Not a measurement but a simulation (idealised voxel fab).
process module | voxel wiring stack
cross-section cut | 185 nm wide | cells 5 nm
A cross-section is a grid of square cells, given in bands from the top down. A band is one or more rows of cells.
Each band's line starts with the height of the band's top and of its bottom, in nm. Then come its materials from left to right, each with its width in nm. One material with "throughout" fills the band from edge to edge. "air" is empty space.
Height 0 is the level under which the wafer as received is all one material. The lowest band goes on downwards, as in "0 down".
A width such as "30 to 40" changes by the same amount from each row of cells to the next, from the band's top row to its bottom row.
"no change" after a step means that no cell of the cross-section changed.
closed voids: empty space of 8 cells or more with no open way to the top, each as width x height at its distance from the left edge, in nm
after a step's settings: what the simulator itself notes on the step
overlay nm, on a step with a mask: how far to the right of its planned place the mask lay; to the left if negative
plan
1 op RECEIVE | material Si
2 op CONFORMAL_DEP | material SiO2 | thk nm 10
3 op DIRECTIONAL_DEP | material TiN | thk nm 5
4 op DIRECTIONAL_DEP | material Ru | thk nm 25
5 op MASKED_ETCH | tone cover | mask id METAL_1 | width nm 20 | pitch nm 45 | etch materials Ru | depth nm 25 | overlay nm 0
6 op MASKED_ETCH | tone cover | mask id METAL_1 | width nm 20 | pitch nm 45 | etch materials TiN | depth nm 5 | overlay nm 0
7 op CONFORMAL_DEP | material SiCN | thk nm 5
8 op FILL_DEP | material SiO2 | thk nm 10
9 op CMP | height nm 40
10 op CONFORMAL_DEP | material SiCN | thk nm 5
11 op DIRECTIONAL_DEP | material SiO2 | thk nm 15
12 op MASKED_ETCH | tone open | mask id PLUG_1 | width nm 15 | pitch nm 45 | etch materials SiO2 | depth nm 15 | overlay nm 0
13 op MASKED_ETCH | tone open | mask id PLUG_1 | width nm 15 | pitch nm 45 | etch materials SiCN | depth nm 5 | overlay nm 0
14 op EPI | material Ru | thk nm 10
15 op EPI | material Ru | thk nm 10
16 op DIRECTIONAL_DEP | material TiN | thk nm 5
17 op DIRECTIONAL_DEP | material Ru | thk nm 20
18 op DIRECTIONAL_DEP | material aC | thk nm 15
19 op PATTERN | tone cover | mask id METAL_2 | material resist | width nm 20 | pitch nm 45 | thk nm 30 | overlay nm 0
20 op DIRECTIONAL_ETCH | etch materials aC | depth nm 15
21 op STRIP | etch materials resist
22 op DIRECTIONAL_ETCH | etch materials Ru | depth nm 20
23 op DIRECTIONAL_ETCH | etch materials TiN | depth nm 5
24 op STRIP | etch materials aC
25 op FILL_DEP | material lowk | thk nm 5
26 op CMP | height nm 85
27 op CONFORMAL_DEP | material SiCN | thk nm 5
first wafer, as planned
as received, after step 1
  0 down: Si throughout
  closed voids: none
after step 2
  10 to 0: SiO2 throughout
  below 0: unchanged
after step 3
  15 to 10: TiN throughout
  below 10: unchanged
after step 4
  40 to 15: Ru throughout
  below 15: unchanged
after step 5
  40 to 15: air 35 | Ru 20 | air 25 | Ru 20 | air 25 | Ru 20 | air 40
  below 15: unchanged
after step 6
  40 to 15: air 35 | Ru 20 | air 25 | Ru 20 | air 25 | Ru 20 | air 40
  15 to 10: air 35 | TiN 20 | air 25 | TiN 20 | air 25 | TiN 20 | air 40
  below 10: unchanged
after step 7
  45 to 40: air 30 | SiCN 30 | air 15 | SiCN 30 | air 15 | SiCN 30 | air 35
  40 to 15: air 30 | SiCN 5 | Ru 20 | SiCN 5 | air 15 | SiCN 5 | Ru 20 | SiCN 5 | air 15 | SiCN 5 | Ru 20 | SiCN 5 | air 35
  15 to 10: SiCN 35 | TiN 20 | SiCN 25 | TiN 20 | SiCN 25 | TiN 20 | SiCN 40
  below 10: unchanged
after step 8
  55 to 45: SiO2 throughout
  45 to 40: SiO2 30 | SiCN 30 | SiO2 15 | SiCN 30 | SiO2 15 | SiCN 30 | SiO2 35
  40 to 15: SiO2 30 | SiCN 5 | Ru 20 | SiCN 5 | SiO2 15 | SiCN 5 | Ru 20 | SiCN 5 | SiO2 15 | SiCN 5 | Ru 20 | SiCN 5 | SiO2 35
  below 15: unchanged
after step 9
  40 to 15: SiO2 30 | SiCN 5 | Ru 20 | SiCN 5 | SiO2 15 | SiCN 5 | Ru 20 | SiCN 5 | SiO2 15 | SiCN 5 | Ru 20 | SiCN 5 | SiO2 35
  below 15: unchanged
after step 10
  45 to 40: SiCN throughout
  below 40: unchanged
after step 11
  60 to 45: SiO2 throughout
  below 45: unchanged
after step 12
  60 to 45: SiO2 35 | air 15 | SiO2 30 | air 15 | SiO2 30 | air 15 | SiO2 45
  below 45: unchanged
after step 13
  60 to 45: SiO2 35 | air 15 | SiO2 30 | air 15 | SiO2 30 | air 15 | SiO2 45
  45 to 40: SiCN 35 | air 15 | SiCN 30 | air 15 | SiCN 30 | air 15 | SiCN 45
  below 40: unchanged
after step 14
  60 to 50: SiO2 35 | air 15 | SiO2 30 | air 15 | SiO2 30 | air 15 | SiO2 45
  50 to 45: SiO2 35 | Ru 15 | SiO2 30 | Ru 15 | SiO2 30 | Ru 15 | SiO2 45
  45 to 40: SiCN 35 | Ru 15 | SiCN 30 | Ru 15 | SiCN 30 | Ru 15 | SiCN 45
  below 40: unchanged
after step 15
  60 to 45: SiO2 35 | Ru 15 | SiO2 30 | Ru 15 | SiO2 30 | Ru 15 | SiO2 45
  below 45: unchanged
after step 16
  65 to 60: TiN throughout
  below 60: unchanged
after step 17
  85 to 65: Ru throughout
  below 65: unchanged
after step 18
  100 to 85: aC throughout
  below 85: unchanged
after step 19
  130 to 100: air 35 | resist 20 | air 25 | resist 20 | air 25 | resist 20 | air 40
  below 100: unchanged
after step 20
  115 to 100: air 35 | resist 20 | air 25 | resist 20 | air 25 | resist 20 | air 40
  100 to 85: air 35 | aC 20 | air 25 | aC 20 | air 25 | aC 20 | air 40
  below 85: unchanged
after step 21
  100 to 85: air 35 | aC 20 | air 25 | aC 20 | air 25 | aC 20 | air 40
  below 85: unchanged
after step 22
  100 to 85: air 35 | aC 20 | air 25 | aC 20 | air 25 | aC 20 | air 40
  85 to 65: air 35 | Ru 20 | air 25 | Ru 20 | air 25 | Ru 20 | air 40
  below 65: unchanged
after step 23
  100 to 85: air 35 | aC 20 | air 25 | aC 20 | air 25 | aC 20 | air 40
  85 to 65: air 35 | Ru 20 | air 25 | Ru 20 | air 25 | Ru 20 | air 40
  65 to 60: air 35 | TiN 20 | air 25 | TiN 20 | air 25 | TiN 20 | air 40
  below 60: unchanged
after step 24
  85 to 65: air 35 | Ru 20 | air 25 | Ru 20 | air 25 | Ru 20 | air 40
  below 65: unchanged
after step 25
  90 to 85: lowk throughout
  85 to 65: lowk 35 | Ru 20 | lowk 25 | Ru 20 | lowk 25 | Ru 20 | lowk 40
  65 to 60: lowk 35 | TiN 20 | lowk 25 | TiN 20 | lowk 25 | TiN 20 | lowk 40
  below 60: unchanged
after step 26
  85 to 65: lowk 35 | Ru 20 | lowk 25 | Ru 20 | lowk 25 | Ru 20 | lowk 40
  below 65: unchanged
after step 27
  90 to 85: SiCN throughout
  below 85: unchanged
second wafer: like start, like plan, one mistake. Through step 10 it matches the first wafer
when step 11 should have ended: no change
when step 12 should have ended: no change
when step 13 should have ended
  45 to 40: SiCN 35 | air 15 | SiCN 30 | air 15 | SiCN 30 | air 15 | SiCN 45
  below 40: unchanged
when step 14 should have ended
  50 to 45: air 30 | Ru 25 | air 20 | Ru 25 | air 20 | Ru 25 | air 40
  45 to 40: SiCN 35 | Ru 15 | SiCN 30 | Ru 15 | SiCN 30 | Ru 15 | SiCN 45
  below 40: unchanged
when step 15 should have ended
  60 to 45: air 20 | Ru 135 | air 30
  below 45: unchanged
when step 16 should have ended
  65 to 60: air 20 | TiN 135 | air 30
  60 to 50: air 20 | Ru 135 | air 30
  50 to 45: TiN 20 | Ru 135 | TiN 30
  below 45: unchanged
when step 17 should have ended
  85 to 70: air 20 | Ru 135 | air 30
  70 to 65: Ru throughout
  65 to 60: Ru 20 | TiN 135 | Ru 30
  60 to 50: Ru throughout
  below 50: unchanged
when step 18 should have ended
  100 to 85: air 20 | aC 135 | air 30
  85 to 70: aC 20 | Ru 135 | aC 30
  below 70: unchanged
when step 19 should have ended
  130 to 100: air 35 | resist 20 | air 25 | resist 20 | air 25 | resist 20 | air 40
  below 100: unchanged
when step 20 should have ended
  115 to 100: air 35 | resist 20 | air 25 | resist 20 | air 25 | resist 20 | air 40
  100 to 85: air 35 | aC 20 | air 25 | aC 20 | air 25 | aC 20 | air 40
  85 to 70: air 20 | Ru 135 | air 30
  below 70: unchanged
when step 21 should have ended
  100 to 85: air 35 | aC 20 | air 25 | aC 20 | air 25 | aC 20 | air 40
  below 85: unchanged
when step 22 should have ended
  100 to 85: air 35 | aC 20 | air 25 | aC 20 | air 25 | aC 20 | air 40
  85 to 65: air 35 | Ru 20 | air 25 | Ru 20 | air 25 | Ru 20 | air 40
  65 to 60: air 20 | TiN 135 | air 30
  60 to 50: air 20 | Ru 135 | air 30
  below 50: unchanged
when step 23 should have ended
  100 to 85: air 35 | aC 20 | air 25 | aC 20 | air 25 | aC 20 | air 40
  85 to 65: air 35 | Ru 20 | air 25 | Ru 20 | air 25 | Ru 20 | air 40
  65 to 60: air 35 | TiN 20 | air 25 | TiN 20 | air 25 | TiN 20 | air 40
  60 to 45: air 20 | Ru 135 | air 30
  below 45: unchanged
when step 24 should have ended
  85 to 65: air 35 | Ru 20 | air 25 | Ru 20 | air 25 | Ru 20 | air 40
  below 65: unchanged
when step 25 should have ended
  90 to 85: lowk throughout
  85 to 65: lowk 35 | Ru 20 | lowk 25 | Ru 20 | lowk 25 | Ru 20 | lowk 40
  65 to 60: lowk 35 | TiN 20 | lowk 25 | TiN 20 | lowk 25 | TiN 20 | lowk 40
  60 to 45: lowk 20 | Ru 135 | lowk 30
  below 45: unchanged
when step 26 should have ended
  85 to 65: lowk 35 | Ru 20 | lowk 25 | Ru 20 | lowk 25 | Ru 20 | lowk 40
  below 65: unchanged
when step 27 should have ended
  90 to 85: SiCN throughout
  below 85: unchanged
what went wrong: step 11 was left out
at the end the second wafer has, in cells: 54 more of Ru | 84 fewer of SiO2 | 30 more of lowk
